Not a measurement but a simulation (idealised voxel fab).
process module | voxel air gaps
cross-section cut | 285 nm wide | cells 5 nm
A cross-section is a grid of square cells, given in bands from the top down. A band is one or more rows of cells.
Each band's line starts with the height of the band's top and of its bottom, in nm. Then come its materials from left to right, each with its width in nm. One material with "throughout" fills the band from edge to edge. "air" is empty space.
Height 0 is the level under which the wafer as received is all one material. The lowest band goes on downwards, as in "0 down".
A width such as "30 to 40" changes by the same amount from each row of cells to the next, from the band's top row to its bottom row.
"no change" after a step means that no cell of the cross-section changed.
closed voids: empty space of 8 cells or more with no open way to the top, each as width x height at its distance from the left edge, in nm
after a step's settings: what the simulator itself notes on the step
overlay nm, on a step with a mask: how far to the right of its planned place the mask lay; to the left if negative
plan
1 op RECEIVE | material Si
2 op CONFORMAL_DEP | material SiO2 | thk nm 15
3 op CONFORMAL_DEP | material SiN | thk nm 5
4 op DIRECTIONAL_DEP | material SiO2 | thk nm 35
5 op PATTERN | tone open | mask id LINES | material resist | width nm 25 | pitch nm 50 | thk nm 20 | overlay nm 0
6 op DIRECTIONAL_ETCH | etch materials SiO2 | depth nm 35
7 op STRIP | etch materials resist
8 op CONFORMAL_DEP | material TiN | thk nm 5
9 op FILL_DEP | material W | thk nm 5
10 op CMP | height nm 55
11 op EPI | material Ru | thk nm 10
12 op SELECTIVE_ETCH | etch materials SiO2 | depth nm 45
13 op CONFORMAL_DEP | material SiCN | thk nm 5
as received, after step 1
  0 down: Si throughout
  closed voids: none
a wafer at the end: this start, this plan, one mistake
  70 to 65: air 60 | SiCN 165 | air 60
  65 to 55: air 60 | SiCN 5 | Ru 155 | SiCN 5 | air 60
  55 to 50: air 60 | SiCN 15 | TiN 5 | W 25 | TiN 5 | SiO2 15 | TiN 5 | W 25 | TiN 5 | SiO2 15 | TiN 5 | W 25 | TiN 5 | SiCN 15 | air 60
  50 to 25: air 70 | SiCN 5 | TiN 5 | W 25 | TiN 5 | SiO2 15 | TiN 5 | W 25 | TiN 5 | SiO2 15 | TiN 5 | W 25 | TiN 5 | SiCN 5 | air 70
  25 to 20: SiCN 75 | TiN 35 | SiO2 15 | TiN 35 | SiO2 15 | TiN 35 | SiCN 75
  20 to 15: SiN throughout
  15 to 0: SiO2 throughout
  0 down: Si throughout
  closed voids: none
what went wrong: step 5 ran as: op PATTERN | tone open | mask id LINES | material resist | width nm 35 | pitch nm 50 | thk nm 20 | overlay nm 0
